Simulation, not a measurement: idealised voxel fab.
Process module heading - voxel spacer lines
It is cross-section cut that appears here, measuring 280 nm in width, its square cells being 5 nm in size.
Cross-section layout: square cells on a grid; listed as bands, top to bottom; a band spans one or more cell rows.
Band: top height; bottom height; in nm. Then, left to right: material with width in nm, for each material. "edge to edge": a single material spanning edge to edge. "empty": empty space.
Height datum 0, below which the as-received substrate wafer is one material. Lowest band open at the bottom, running downward: "0 down".
The notation "30->40" denotes a width that varies across the rows of cells in the band, beginning at the first number in the top row, finishing at the second number in the bottom row, and changing by an identical amount from each row to the next.
"no modifications" (step): cross-section cells unchanged, all of them.
"Enclosed internal voids" lists enclosed empty spaces (at least 8 cells, no open path upward to the top), each as width x height at distance from the left edge, in nm.
Text after the settings on a step's line: the simulator's own remark on that step.
If you see "overlay nm" on a step's line and that step has a mask, it's telling you how far right of where it was planned the mask ended up; a negative number means it went left instead.

**The planned process steps are enumerated hereunder**
1,RECEIVE: material Si
2,CONFORMAL_DEP: material Al2O3, thk nm 10
3,DIRECTIONAL_DEP: material polySi, thk nm 15
4,DIRECTIONAL_DEP: material aC, thk nm 20
5,PATTERN: tone cover, mask id MANDREL, material resist, width nm 20, pitch nm 60, thk nm 30, overlay nm 0
6,DIRECTIONAL_ETCH: etch materials aC, depth nm 20
7,STRIP: etch materials resist
8,CONFORMAL_DEP: material SiO2, thk nm 10
9,DIRECTIONAL_ETCH: etch materials SiO2, depth nm 10
10,STRIP: etch materials aC
11,DIRECTIONAL_ETCH: etch materials polySi, depth nm 15
12,STRIP: etch materials SiO2

**Step 1 complete: cross-section of the wafer as received**
    0 down  Si edge to edge
    Enclosed internal voids: none

**Final cross-section, module run with one mistake (start and plan as above)**
    15 to 0  empty (90)  polySi (10)  empty (20)  polySi (10)  empty (20)  polySi (10)  empty (20)  polySi (10)  empty (90)
    0 down  Si edge to edge
    Enclosed internal voids: none
Processing error: execution of step 2 of the plan did not take place, the step having been omitted
